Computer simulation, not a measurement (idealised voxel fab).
process module | voxel air gaps
cross-section cut | 170 nm wide | cells 5 nm
A cross-section is a grid of square cells, given in bands from the top down. A band is one or more rows of cells.
Each band's line starts with the height of the band's top and of its bottom, in nm. Then come its materials from left to right, each with its width in nm. One material with "throughout" fills the band from edge to edge. "air" is empty space.
Height 0 is the level under which the wafer as received is all one material. The lowest band goes on downwards, as in "0 down".
A width such as "30 to 40" changes by the same amount from each row of cells to the next, from the band's top row to its bottom row.
"no change" after a step means that no cell of the cross-section changed.
closed voids: empty space of 8 cells or more with no open way to the top, each as width x height at its distance from the left edge, in nm
after a step's settings: what the simulator itself notes on the step
overlay nm, on a step with a mask: how far to the right of its planned place the mask lay; to the left if negative
plan
1 op RECEIVE | material Si
2 op CONFORMAL_DEP | material SiO2 | thk nm 15
3 op CONFORMAL_DEP | material SiCN | thk nm 5
4 op DIRECTIONAL_DEP | material lowk | thk nm 30
5 op MASKED_ETCH | tone open | mask id LINES | width nm 15 | pitch nm 45 | etch materials lowk | depth nm 30 | overlay nm 0
6 op CONFORMAL_DEP | material TiN | thk nm 5
7 op FILL_DEP | material Cu | thk nm 10
8 op CMP | height nm 50
9 op EPI | material Ru | thk nm 10
10 op SELECTIVE_ETCH | etch materials lowk | depth nm 40
11 op CONFORMAL_DEP | material SiCN | thk nm 5
first wafer, as planned
as received, after step 1
  0 down: Si throughout
  closed voids: none
after step 2
  15 to 0: SiO2 throughout
  below 0: unchanged
after step 3
  20 to 15: SiCN throughout
  below 15: unchanged
after step 4
  50 to 20: lowk throughout
  below 20: unchanged
after step 5
  50 to 20: lowk 30 | air 15 | lowk 30 | air 15 | lowk 30 | air 15 | lowk 35
  below 20: unchanged
after step 6
  55 to 50: TiN 35 | air 5 | TiN 40 | air 5 | TiN 40 | air 5 | TiN 40
  50 to 25: lowk 30 | TiN 5 | air 5 | TiN 5 | lowk 30 | TiN 5 | air 5 | TiN 5 | lowk 30 | TiN 5 | air 5 | TiN 5 | lowk 35
  25 to 20: lowk 30 | TiN 15 | lowk 30 | TiN 15 | lowk 30 | TiN 15 | lowk 35
  below 20: unchanged
after step 7
  65 to 55: Cu throughout
  55 to 50: TiN 35 | Cu 5 | TiN 40 | Cu 5 | TiN 40 | Cu 5 | TiN 40
  50 to 25: lowk 30 | TiN 5 | Cu 5 | TiN 5 | lowk 30 | TiN 5 | Cu 5 | TiN 5 | lowk 30 | TiN 5 | Cu 5 | TiN 5 | lowk 35
  below 25: unchanged
after step 8
  50 to 25: lowk 30 | TiN 5 | Cu 5 | TiN 5 | lowk 30 | TiN 5 | Cu 5 | TiN 5 | lowk 30 | TiN 5 | Cu 5 | TiN 5 | lowk 35
  below 25: unchanged
after step 9
  60 to 50: air 20 | Ru 35 | air 10 | Ru 35 | air 10 | Ru 35 | air 25
  below 50: unchanged
after step 10
  60 to 50: air 20 | Ru 35 | air 10 | Ru 35 | air 10 | Ru 35 | air 25
  50 to 25: air 30 | TiN 5 | Cu 5 | TiN 5 | air 30 | TiN 5 | Cu 5 | TiN 5 | air 30 | TiN 5 | Cu 5 | TiN 5 | air 35
  25 to 20: air 30 | TiN 15 | air 30 | TiN 15 | air 30 | TiN 15 | air 35
  below 20: unchanged
after step 11
  65 to 60: air 15 | SiCN 135 | air 20
  60 to 50: air 15 | SiCN 5 | Ru 35 | SiCN 10 | Ru 35 | SiCN 10 | Ru 35 | SiCN 5 | air 20
  50 to 45: air 15 | SiCN 15 | TiN 5 | Cu 5 | TiN 5 | SiCN 30 | TiN 5 | Cu 5 | TiN 5 | SiCN 30 | TiN 5 | Cu 5 | TiN 5 | SiCN 15 | air 20
  45 to 25: air 25 | SiCN 5 | TiN 5 | Cu 5 | TiN 5 | SiCN 5 | air 20 | SiCN 5 | TiN 5 | Cu 5 | TiN 5 | SiCN 5 | air 20 | SiCN 5 | TiN 5 | Cu 5 | TiN 5 | SiCN 5 | air 30
  25 to 20: SiCN 30 | TiN 15 | SiCN 30 | TiN 15 | SiCN 30 | TiN 15 | SiCN 35
  below 20: unchanged
  closed voids: 20 x 20 at 50; 20 x 20 at 95
second wafer: like start, like plan, one mistake. Through step 4 it matches the first wafer
when step 5 should have ended
  50 to 20: lowk 30 | air 20 | lowk 25 | air 20 | lowk 25 | air 20 | lowk 30
  below 20: unchanged
when step 6 should have ended
  55 to 50: TiN 35 | air 10 | TiN 35 | air 10 | TiN 35 | air 10 | TiN 35
  50 to 25: lowk 30 | TiN 5 | air 10 | TiN 5 | lowk 25 | TiN 5 | air 10 | TiN 5 | lowk 25 | TiN 5 | air 10 | TiN 5 | lowk 30
  25 to 20: lowk 30 | TiN 20 | lowk 25 | TiN 20 | lowk 25 | TiN 20 | lowk 30
  below 20: unchanged
when step 7 should have ended
  65 to 55: Cu throughout
  55 to 50: TiN 35 | Cu 10 | TiN 35 | Cu 10 | TiN 35 | Cu 10 | TiN 35
  50 to 25: lowk 30 | TiN 5 | Cu 10 | TiN 5 | lowk 25 | TiN 5 | Cu 10 | TiN 5 | lowk 25 | TiN 5 | Cu 10 | TiN 5 | lowk 30
  below 25: unchanged
when step 8 should have ended
  50 to 25: lowk 30 | TiN 5 | Cu 10 | TiN 5 | lowk 25 | TiN 5 | Cu 10 | TiN 5 | lowk 25 | TiN 5 | Cu 10 | TiN 5 | lowk 30
  below 25: unchanged
when step 9 should have ended
  60 to 50: air 20 | Ru 40 | air 5 | Ru 40 | air 5 | Ru 40 | air 20
  below 50: unchanged
when step 10 should have ended
  60 to 50: air 20 | Ru 40 | air 5 | Ru 40 | air 5 | Ru 40 | air 20
  50 to 25: air 30 | TiN 5 | Cu 10 | TiN 5 | air 25 | TiN 5 | Cu 10 | TiN 5 | air 25 | TiN 5 | Cu 10 | TiN 5 | air 30
  25 to 20: air 30 | TiN 20 | air 25 | TiN 20 | air 25 | TiN 20 | air 30
  below 20: unchanged
when step 11 should have ended
  65 to 60: air 15 | SiCN 140 | air 15
  60 to 50: air 15 | SiCN 5 | Ru 40 | SiCN 5 | Ru 40 | SiCN 5 | Ru 40 | SiCN 5 | air 15
  50 to 45: air 15 | SiCN 15 | TiN 5 | Cu 10 | TiN 5 | SiCN 25 | TiN 5 | Cu 10 | TiN 5 | SiCN 25 | TiN 5 | Cu 10 | TiN 5 | SiCN 15 | air 15
  45 to 25: air 25 | SiCN 5 | TiN 5 | Cu 10 | TiN 5 | SiCN 5 | air 15 | SiCN 5 | TiN 5 | Cu 10 | TiN 5 | SiCN 5 | air 15 | SiCN 5 | TiN 5 | Cu 10 | TiN 5 | SiCN 5 | air 25
  25 to 20: SiCN 30 | TiN 20 | SiCN 25 | TiN 20 | SiCN 25 | TiN 20 | SiCN 30
  below 20: unchanged
  closed voids: 15 x 20 at 55; 15 x 20 at 100
what went wrong: step 5 ran as: op MASKED_ETCH | tone open | mask id LINES | width nm 20 | pitch nm 45 | etch materials lowk | depth nm 30 | overlay nm 0
at the end the second wafer has, in cells: 15 more of Cu | 6 more of Ru | 8 fewer of SiCN | 3 more of TiN
